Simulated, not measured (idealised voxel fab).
process module | voxel wiring stack
cross-section cut | 190 nm wide | cells 5 nm
A cross-section is a grid of square cells, given in bands from the top down. A band is one or more rows of cells.
Each band's line starts with the height of the band's top and of its bottom, in nm. Then come its materials from left to right, each with its width in nm. One material with "throughout" fills the band from edge to edge. "air" is empty space.
Height 0 is the level under which the wafer as received is all one material. The lowest band goes on downwards, as in "0 down".
A width such as "30 to 40" changes by the same amount from each row of cells to the next, from the band's top row to its bottom row.
"no change" after a step means that no cell of the cross-section changed.
closed voids: empty space of 8 cells or more with no open way to the top, each as width x height at its distance from the left edge, in nm
after a step's settings: what the simulator itself notes on the step
overlay nm, on a step with a mask: how far to the right of its planned place the mask lay; to the left if negative
plan
1 op RECEIVE | material Si
2 op CONFORMAL_DEP | material SiO2 | thk nm 15
3 op CONFORMAL_DEP | material SiCN | thk nm 5
4 op DIRECTIONAL_DEP | material lowk | thk nm 15
5 op DIRECTIONAL_DEP | material aC | thk nm 15
6 op PATTERN | tone open | mask id METAL_1 | material resist | width nm 20 | pitch nm 35 | thk nm 35 | overlay nm 0
7 op DIRECTIONAL_ETCH | etch materials aC | depth nm 15
8 op STRIP | etch materials resist
9 op DIRECTIONAL_ETCH | etch materials lowk | depth nm 15
10 op DIRECTIONAL_ETCH | etch materials SiCN | depth nm 5
11 op STRIP | etch materials aC
12 op CONFORMAL_DEP | material TiN | thk nm 5
13 op FILL_DEP | material W | thk nm 5
14 op CMP | height nm 35
15 op CONFORMAL_DEP | material SiCN | thk nm 5
16 op DIRECTIONAL_DEP | material lowk | thk nm 15
17 op PATTERN | tone open | mask id PLUG_1 | material resist | width nm 15 | pitch nm 35 | thk nm 15 | overlay nm 0
18 op DIRECTIONAL_ETCH | etch materials lowk | depth nm 15
19 op DIRECTIONAL_ETCH | etch materials SiCN | depth nm 5
20 op STRIP | etch materials resist
21 op EPI | material Ru | thk nm 10
22 op EPI | material Ru | thk nm 10
23 op DIRECTIONAL_DEP | material TiN | thk nm 5
24 op DIRECTIONAL_DEP | material Ru | thk nm 15
25 op MASKED_ETCH | tone cover | mask id METAL_2 | width nm 20 | pitch nm 35 | etch materials Ru | depth nm 15 | overlay nm 0
26 op MASKED_ETCH | tone cover | mask id METAL_2 | width nm 20 | pitch nm 35 | etch materials TiN | depth nm 5 | overlay nm 0
27 op CONFORMAL_DEP | material SiCN | thk nm 5
28 op FILL_DEP | material lowk | thk nm 5
29 op CMP | height nm 75
30 op CONFORMAL_DEP | material SiCN | thk nm 5
31 op DIRECTIONAL_DEP | material lowk | thk nm 30
32 op PATTERN | tone open | mask id METAL_3_HOLES | material resist | width nm 15 | pitch nm 35 | thk nm 15 | overlay nm 0
33 op DIRECTIONAL_ETCH | etch materials lowk | depth nm 30
34 op STRIP | etch materials resist
35 op DIRECTIONAL_DEP | material aC | thk nm 15
36 op PATTERN | tone open | mask id METAL_3 | material resist | width nm 20 | pitch nm 35 | thk nm 35 | overlay nm 0
37 op DIRECTIONAL_ETCH | etch materials aC | depth nm 15
38 op STRIP | etch materials resist
39 op DIRECTIONAL_ETCH | etch materials lowk | depth nm 15
40 op DIRECTIONAL_ETCH | etch materials SiCN | depth nm 5
41 op STRIP | etch materials aC
42 op CONFORMAL_DEP | material TiN | thk nm 5
43 op FILL_DEP | material Ru | thk nm 10
44 op CMP | height nm 110
45 op CONFORMAL_DEP | material SiCN | thk nm 5
as received, after step 1
  0 down: Si throughout
  closed voids: none
a wafer at the end: this start, this plan, one mistake
  115 to 110: SiCN throughout
  110 to 100: lowk 65 | TiN 5 | Ru 10 | TiN 5 | lowk 15 | TiN 5 | Ru 10 | TiN 5 | lowk 70
  100 to 95: lowk 65 | TiN 5 | Ru 5 | TiN 10 | lowk 15 | TiN 5 | Ru 5 | TiN 10 | lowk 70
  95 to 80: lowk 65 | TiN 5 | Ru 5 | TiN 5 | lowk 20 | TiN 5 | Ru 5 | TiN 5 | lowk 75
  80 to 75: SiCN 65 | TiN 15 | SiCN 20 | TiN 15 | SiCN 75
  75 to 60: lowk 60 | SiCN 5 | Ru 20 | SiCN 5 | lowk 5 | SiCN 5 | Ru 20 | SiCN 5 | lowk 65
  60 to 55: SiCN 65 | TiN 20 | SiCN 15 | TiN 20 | SiCN 70
  55 to 40: lowk 65 | Ru 15 | lowk 20 | Ru 15 | lowk 75
  40 to 35: SiCN 65 | Ru 15 | SiCN 20 | Ru 15 | SiCN 75
  35 to 20: lowk 70 | TiN 5 | W 5 | TiN 5 | lowk 20 | TiN 5 | W 5 | TiN 5 | lowk 70
  20 to 15: SiCN 70 | TiN 15 | SiCN 20 | TiN 15 | SiCN 70
  15 to 0: SiO2 throughout
  0 down: Si throughout
  closed voids: none
what went wrong: step 6 ran as: op PATTERN | tone open | mask id METAL_1 | material resist | width nm 15 | pitch nm 35 | thk nm 35 | overlay nm 0
